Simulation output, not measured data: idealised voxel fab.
The name of this process module is voxel capacitor over wiring.
FYI the section here is cut, 205 nm wide, cells are 5 nm squares.
Cross-sections here: square-cell grids, written as top-down lists of bands, a band being one or more rows of cells.
The band entry comprises the height of the band's top followed by the height of its bottom, expressed in nm, and subsequently the band's materials from left to right, each stated together with its width in nm. Where a single material is marked with the word "throughout", that material fills the band from edge to edge. The word "empty" represents empty space.
Heads up on the height convention: 0 is the point under which the incoming wafer is all one material, and the lowest band has no bottom, it just keeps going down, like "0 down".
With a width like "30..40", each row of cells in the band differs from the next by the same amount, the top row carrying the first number and the bottom row the second.
Where the words "same as before" appear for a step, the cross-section shows no cell changed by that step; every cell remained as before.
Reported under the label "Sealed void listing" are the empty spaces having no open way to the top and comprising 8 cells or more; the notation for each is width x height at distance, in which the distance is measured from the left edge and all three values are in nm.
Note: text after step settings on the step line = simulator remark on that step.
overlay nm: right-of-plan distance of the mask on a masked step; negative values mean left-of-plan.
The planned process steps are enumerated hereunder
1) RECEIVE, material Si
2) CONFORMAL_DEP, material SiO2, thk nm 10
3) CONFORMAL_DEP, material SiN, thk nm 5
4) DIRECTIONAL_DEP, material lowk, thk nm 20
5) DIRECTIONAL_DEP, material aC, thk nm 10
6) PATTERN, tone open, mask id METAL_1, material resist, width nm 20, pitch nm 70, thk nm 25, overlay nm 0
7) DIRECTIONAL_ETCH, etch materials aC, depth nm 10
8) STRIP, etch materials resist
9) DIRECTIONAL_ETCH, etch materials lowk, depth nm 20
10) DIRECTIONAL_ETCH, etch materials SiN, depth nm 5
11) STRIP, etch materials aC
12) CONFORMAL_DEP, material TiN, thk nm 5
13) FILL_DEP, material Cu, thk nm 10
14) CMP, height nm 35
15) CONFORMAL_DEP, material SiCN, thk nm 5
16) DIRECTIONAL_DEP, material SiO2, thk nm 15
17) DIRECTIONAL_DEP, material aC, thk nm 15
18) PATTERN, tone open, mask id PLUG_1, material resist, width nm 15, thk nm 30, overlay nm 0
19) DIRECTIONAL_ETCH, etch materials aC, depth nm 15
20) STRIP, etch materials resist
21) DIRECTIONAL_ETCH, etch materials SiO2, depth nm 15
22) DIRECTIONAL_ETCH, etch materials SiCN, depth nm 5
23) STRIP, etch materials aC
24) EPI, material Ru, thk nm 10
25) EPI, material Ru, thk nm 10
26) DIRECTIONAL_DEP, material TiN, thk nm 10
27) DIRECTIONAL_DEP, material SiN, thk nm 5
28) DIRECTIONAL_DEP, material TiN, thk nm 10
29) DIRECTIONAL_DEP, material aC, thk nm 15
30) PATTERN, tone cover, mask id UPPER_PLATE, material resist, width nm 55, thk nm 35, overlay nm 0
31) DIRECTIONAL_ETCH, etch materials aC, depth nm 15
32) STRIP, etch materials resist
33) DIRECTIONAL_ETCH, etch materials TiN, depth nm 10
34) DIRECTIONAL_ETCH, etch materials SiN, depth nm 5
35) STRIP, etch materials aC
36) MASKED_ETCH, tone cover, mask id LOWER_PLATE, width nm 65, etch materials TiN, depth nm 10, overlay nm 0
37) FILL_DEP, material SiO2, thk nm 20
38) CMP, height nm 95
39) MASKED_ETCH, tone open, mask id PLUG_2, width nm 15, etch materials SiO2, depth nm 15, overlay nm 0
40) CONFORMAL_DEP, material TiN, thk nm 5
41) FILL_DEP, material Cu, thk nm 5
42) CMP, height nm 95
43) CONFORMAL_DEP, material SiCN, thk nm 5
The following pertains to the first of two wafers, which was processed as planned
Cross-section of the wafer as it came to us, i.e., already through step 1
    0 down = Si throughout
    Sealed void listing: none
How the wafer stands in section after step 2
    10 to 0 = SiO2 throughout
    No changes below 0.
How the wafer stands in section after step 3
    15 to 10 = SiN throughout
    No changes below 10.
How the wafer stands in section after step 4
    35 to 15 = lowk throughout
    No changes below 15.
How the wafer stands in section after step 5
    45 to 35 = aC throughout
    No changes below 35.
How the wafer stands in section after step 6
    70 to 45 = resist (55) | empty (20) | resist (50) | empty (20) | resist (60)
    No changes below 45.
How the wafer stands in section after step 7
    60 to 45 = resist (55) | empty (20) | resist (50) | empty (20) | resist (60)
    45 to 35 = aC (55) | empty (20) | aC (50) | empty (20) | aC (60)
    No changes below 35.
How the wafer stands in section after step 8
    45 to 35 = aC (55) | empty (20) | aC (50) | empty (20) | aC (60)
    No changes below 35.
How the wafer stands in section after step 9
    45 to 35 = aC (55) | empty (20) | aC (50) | empty (20) | aC (60)
    35 to 15 = lowk (55) | empty (20) | lowk (50) | empty (20) | lowk (60)
    No changes below 15.
How the wafer stands in section after step 10
    45 to 35 = aC (55) | empty (20) | aC (50) | empty (20) | aC (60)
    35 to 15 = lowk (55) | empty (20) | lowk (50) | empty (20) | lowk (60)
    15 to 10 = SiN (55) | empty (20) | SiN (50) | empty (20) | SiN (60)
    No changes below 10.
How the wafer stands in section after step 11
    35 to 15 = lowk (55) | empty (20) | lowk (50) | empty (20) | lowk (60)
    No changes below 15.
How the wafer stands in section after step 12
    40 to 35 = TiN (60) | empty (10) | TiN (60) | empty (10) | TiN (65)
    35 to 15 = lowk (55) | TiN (5) | empty (10) | TiN (5) | lowk (50) | TiN (5) | empty (10) | TiN (5) | lowk (60)
    15 to 10 = SiN (55) | TiN (20) | SiN (50) | TiN (20) | SiN (60)
    No changes below 10.
How the wafer stands in section after step 13
    50 to 40 = Cu throughout
    40 to 35 = TiN (60) | Cu (10) | TiN (60) | Cu (10) | TiN (65)
    35 to 15 = lowk (55) | TiN (5) | Cu (10) | TiN (5) | lowk (50) | TiN (5) | Cu (10) | TiN (5) | lowk (60)
    No changes below 15.
How the wafer stands in section after step 14
    35 to 15 = lowk (55) | TiN (5) | Cu (10) | TiN (5) | lowk (50) | TiN (5) | Cu (10) | TiN (5) | lowk (60)
    No changes below 15.
How the wafer stands in section after step 15
    40 to 35 = SiCN throughout
    No changes below 35.
How the wafer stands in section after step 16
    55 to 40 = SiO2 throughout
    No changes below 40.
How the wafer stands in section after step 17
    70 to 55 = aC throughout
    No changes below 55.
How the wafer stands in section after step 18
    100 to 70 = resist (60) | empty (15) | resist (130)
    No changes below 70.
How the wafer stands in section after step 19
    85 to 70 = resist (60) | empty (15) | resist (130)
    70 to 55 = aC (60) | empty (15) | aC (130)
    No changes below 55.
How the wafer stands in section after step 20
    70 to 55 = aC (60) | empty (15) | aC (130)
    No changes below 55.
How the wafer stands in section after step 21
    70 to 55 = aC (60) | empty (15) | aC (130)
    55 to 40 = SiO2 (60) | empty (15) | SiO2 (130)
    No changes below 40.
How the wafer stands in section after step 22
    70 to 55 = aC (60) | empty (15) | aC (130)
    55 to 40 = SiO2 (60) | empty (15) | SiO2 (130)
    40 to 35 = SiCN (60) | empty (15) | SiCN (130)
    No changes below 35.
How the wafer stands in section after step 23
    55 to 40 = SiO2 (60) | empty (15) | SiO2 (130)
    No changes below 40.
How the wafer stands in section after step 24
    55 to 45 = SiO2 (60) | empty (15) | SiO2 (130)
    45 to 40 = SiO2 (60) | Ru (15) | SiO2 (130)
    40 to 35 = SiCN (60) | Ru (15) | SiCN (130)
    No changes below 35.
How the wafer stands in section after step 25
    55 to 40 = SiO2 (60) | Ru (15) | SiO2 (130)
    No changes below 40.
How the wafer stands in section after step 26
    65 to 55 = TiN throughout
    No changes below 55.
How the wafer stands in section after step 27
    70 to 65 = SiN throughout
    No changes below 65.
How the wafer stands in section after step 28
    80 to 70 = TiN throughout
    No changes below 70.
How the wafer stands in section after step 29
    95 to 80 = aC throughout
    No changes below 80.
How the wafer stands in section after step 30
    130 to 95 = empty (60) | resist (55) | empty (90)
    No changes below 95.
How the wafer stands in section after step 31
    115 to 95 = empty (60) | resist (55) | empty (90)
    95 to 80 = empty (60) | aC (55) | empty (90)
    No changes below 80.
How the wafer stands in section after step 32
    95 to 80 = empty (60) | aC (55) | empty (90)
    No changes below 80.
How the wafer stands in section after step 33
    95 to 80 = empty (60) | aC (55) | empty (90)
    80 to 70 = empty (60) | TiN (55) | empty (90)
    No changes below 70.
How the wafer stands in section after step 34
    95 to 80 = empty (60) | aC (55) | empty (90)
    80 to 70 = empty (60) | TiN (55) | empty (90)
    70 to 65 = empty (60) | SiN (55) | empty (90)
    No changes below 65.
How the wafer stands in section after step 35
    80 to 70 = empty (60) | TiN (55) | empty (90)
    No changes below 70.
How the wafer stands in section after step 36
    80 to 70 = empty (60) | TiN (55) | empty (90)
    70 to 65 = empty (60) | SiN (55) | empty (90)
    65 to 55 = empty (55) | TiN (65) | empty (85)
    No changes below 55.
How the wafer stands in section after step 37
    100 to 80 = SiO2 throughout
    80 to 70 = SiO2 (60) | TiN (55) | SiO2 (90)
    70 to 65 = SiO2 (60) | SiN (55) | SiO2 (90)
    65 to 55 = SiO2 (55) | TiN (65) | SiO2 (85)
    No changes below 55.
How the wafer stands in section after step 38
    95 to 80 = SiO2 throughout
    No changes below 80.
How the wafer stands in section after step 39
    95 to 80 = SiO2 (70) | empty (15) | SiO2 (120)
    No changes below 80.
How the wafer stands in section after step 40
    100 to 95 = TiN (75) | empty (5) | TiN (125)
    95 to 85 = SiO2 (70) | TiN (5) | empty (5) | TiN (5) | SiO2 (120)
    85 to 80 = SiO2 (70) | TiN (15) | SiO2 (120)
    No changes below 80.
How the wafer stands in section after step 41
    105 to 100 = Cu throughout
    100 to 95 = TiN (75) | Cu (5) | TiN (125)
    95 to 85 = SiO2 (70) | TiN (5) | Cu (5) | TiN (5) | SiO2 (120)
    No changes below 85.
How the wafer stands in section after step 42
    95 to 85 = SiO2 (70) | TiN (5) | Cu (5) | TiN (5) | SiO2 (120)
    No changes below 85.
How the wafer stands in section after step 43
    100 to 95 = SiCN throughout
    No changes below 95.
Second Wafer (Identical Start and Plan, One Processing Error; Matches First Wafer Through Step 29)
Second wafer cross-section, taken as of the time the plan sets for step 30 to be done
    130 to 95 = empty (65) | resist (45) | empty (95)
    No changes below 95.
Second wafer cross-section, taken as of the time the plan sets for step 31 to be done
    115 to 95 = empty (65) | resist (45) | empty (95)
    95 to 80 = empty (65) | aC (45) | empty (95)
    No changes below 80.
Second wafer cross-section, taken as of the time the plan sets for step 32 to be done
    95 to 80 = empty (65) | aC (45) | empty (95)
    No changes below 80.
Second wafer cross-section, taken as of the time the plan sets for step 33 to be done
    95 to 80 = empty (65) | aC (45) | empty (95)
    80 to 70 = empty (65) | TiN (45) | empty (95)
    No changes below 70.
Second wafer cross-section, taken as of the time the plan sets for step 34 to be done
    95 to 80 = empty (65) | aC (45) | empty (95)
    80 to 70 = empty (65) | TiN (45) | empty (95)
    70 to 65 = empty (65) | SiN (45) | empty (95)
    No changes below 65.
Second wafer cross-section, taken as of the time the plan sets for step 35 to be done
    80 to 70 = empty (65) | TiN (45) | empty (95)
    No changes below 70.
Second wafer cross-section, taken as of the time the plan sets for step 36 to be done
    80 to 70 = empty (65) | TiN (45) | empty (95)
    70 to 65 = empty (65) | SiN (45) | empty (95)
    65 to 55 = empty (55) | TiN (65) | empty (85)
    No changes below 55.
Second wafer cross-section, taken as of the time the plan sets for step 37 to be done
    100 to 80 = SiO2 throughout
    80 to 70 = SiO2 (65) | TiN (45) | SiO2 (95)
    70 to 65 = SiO2 (65) | SiN (45) | SiO2 (95)
    65 to 55 = SiO2 (55) | TiN (65) | SiO2 (85)
    No changes below 55.
Second wafer cross-section, taken as of the time the plan sets for step 38 to be done
    95 to 80 = SiO2 throughout
    No changes below 80.
Second wafer cross-section, taken as of the time the plan sets for step 39 to be done
    95 to 80 = SiO2 (70) | empty (15) | SiO2 (120)
    No changes below 80.
Second wafer cross-section, taken as of the time the plan sets for step 40 to be done
    100 to 95 = TiN (75) | empty (5) | TiN (125)
    95 to 85 = SiO2 (70) | TiN (5) | empty (5) | TiN (5) | SiO2 (120)
    85 to 80 = SiO2 (70) | TiN (15) | SiO2 (120)
    No changes below 80.
Second wafer cross-section, taken as of the time the plan sets for step 41 to be done
    105 to 100 = Cu throughout
    100 to 95 = TiN (75) | Cu (5) | TiN (125)
    95 to 85 = SiO2 (70) | TiN (5) | Cu (5) | TiN (5) | SiO2 (120)
    No changes below 85.
Second wafer cross-section, taken as of the time the plan sets for step 42 to be done
    95 to 85 = SiO2 (70) | TiN (5) | Cu (5) | TiN (5) | SiO2 (120)
    No changes below 85.
Second wafer cross-section, taken as of the time the plan sets for step 43 to be done
    100 to 95 = SiCN throughout
    No changes below 95.
What broke from the plan during processing? it should be noted that step 30 was executed with settings other than those planned, the operation and settings actually applied being PATTERN, tone cover, mask id UPPER_PLATE, material resist, width nm 45, thk nm 35, overlay nm 0
Final wafer comparison in cells, second versus first, more or fewer per material: 2 fewer of SiN | 6 more of SiO2 | 4 fewer of TiN
